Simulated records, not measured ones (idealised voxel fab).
The following is a process module called voxel gate over fins.
Pictured: cross-section cut, 160 nm wide, on a grid of 5 nm square cells.
For the purposes of this document, a cross-section shall be understood as a grid of square cells, specified as bands listed in top-to-bottom order, each band consisting of one or more rows of cells. Band entry format. Leading values: height of top, height of bottom, nm. Remainder: materials in left-to-right order, each with its width in nm. Special words: "all across" on a single material, which then fills the band edge to edge; "empty", empty space. Zero point of the height axis is 0; under it, received wafer = one material. Lowest band: continues down indefinitely, "z 0 and below". Per-row width for "30->40": begins at first number (top row of band), ends at second number (bottom row), increment between rows held constant. A step reported as "no modifications" is a step in which no cell of the cross-section changed. Enclosed voids (no open way to top), threshold 8 cells or more, entry "Enclosed internal cavities", notation width x height at distance, distance from left edge, nm. Text after the settings on a step's line: the simulator's own remark on that step. For masked steps, "overlay nm" on the step line gives how far right of plan the mask actually lay; a minus sign means it lay to the left.

plan
- 1: op RECEIVE | material Si
- 2: op CONFORMAL_DEP | material SiN | thk nm 5
- 3: op DIRECTIONAL_DEP | material aC | thk nm 15
- 4: op PATTERN | tone cover | mask id FINS | material resist | width nm 15 | pitch nm 60 | thk nm 30 | overlay nm 0
- 5: op DIRECTIONAL_ETCH | etch materials aC | depth nm 15
- 6: op STRIP | etch materials resist
- 7: op DIRECTIONAL_ETCH | etch materials SiN | depth nm 5
- 8: op DIRECTIONAL_ETCH | etch materials Si | depth nm 40
- 9: op STRIP | etch materials aC
- 10: op OXIDIZE | depth nm 5
- 11: op FILL_DEP | material SiO2 | thk nm 10
- 12: op CMP | height nm 5
- 13: op DIRECTIONAL_DEP | material aC | thk nm 15
- 14: op PATTERN | tone open | mask id RAIL | material resist | width nm 15 | thk nm 35 | overlay nm 0
- 15: op DIRECTIONAL_ETCH | etch materials aC | depth nm 15
- 16: op STRIP | etch materials resist
- 17: op DIRECTIONAL_ETCH | etch materials SiO2 | depth nm 40
- 18: op STRIP | etch materials aC
- 19: op CONFORMAL_DEP | material TiN | thk nm 5
- 20: op FILL_DEP | material W | thk nm 5
- 21: op CMP | height nm 5
- 22: op SELECTIVE_ETCH | etch materials W Ru TiN | depth nm 20
- 23: op FILL_DEP | material SiO2 | thk nm 5
- 24: op CMP | height nm 5
- 25: op SELECTIVE_ETCH | etch materials SiO2 | depth nm 15
- 26: op STRIP | etch materials SiN
- 27: op CONFORMAL_DEP | material HfO2 | thk nm 5
- 28: op CONFORMAL_DEP | material TiN | thk nm 5
- 29: op CONFORMAL_DEP | material TiAl | thk nm 5
- 30: op CONFORMAL_DEP | material TiN | thk nm 5
- 31: op FILL_DEP | material W | thk nm 15
- 32: op CMP | height nm 30
- 33: op CONFORMAL_DEP | material SiCN | thk nm 10

Cross-section: wafer on arrival = after step 1
* z 0 and below = Si all across
* Enclosed internal cavities: none

Figure: cross-sectional view of the wafer upon completion of the module, processed from the initial state and according to the plan depicted above, with one error introduced during execution
* z 40 to 30 = SiCN all across
* z 30 to 20 = W all across
* z 20 to 10 = W=25 / TiN=45 / W=15 / TiN=45 / W=30
* z 10 to 5 = TiN=35 / TiAl=25 / TiN=35 / TiAl=25 / TiN=40
* z 5 to 0 = TiN=35 / TiAl=5 / HfO2=15 / TiAl=5 / TiN=35 / TiAl=5 / HfO2=15 / TiAl=5 / TiN=40
* z 0 to -5 = TiAl=40 / HfO2=5 / Si=5 / HfO2=5 / TiAl=45 / HfO2=5 / Si=5 / HfO2=5 / TiAl=45
* z -5 to -10 = HfO2=45 / Si=5 / HfO2=55 / Si=5 / HfO2=50
* z -10 to -15 = SiO2=45 / Si=5 / SiO2=55 / Si=5 / SiO2=50
* z -15 to -30 = SiO2=45 / Si=5 / SiO2=20 / TiN=5 / W=5 / TiN=5 / SiO2=20 / Si=5 / SiO2=50
* z -30 to -35 = SiO2=45 / Si=5 / SiO2=20 / TiN=15 / SiO2=20 / Si=5 / SiO2=50
* z -35 to -45 = SiO2=45 / Si=5 / SiO2=55 / Si=5 / SiO2=50
* z -45 and below = Si all across
* Enclosed internal cavities: none
Nonconformance to the process plan: deviation from plan: step 29 and step 28 executed in one another's positions
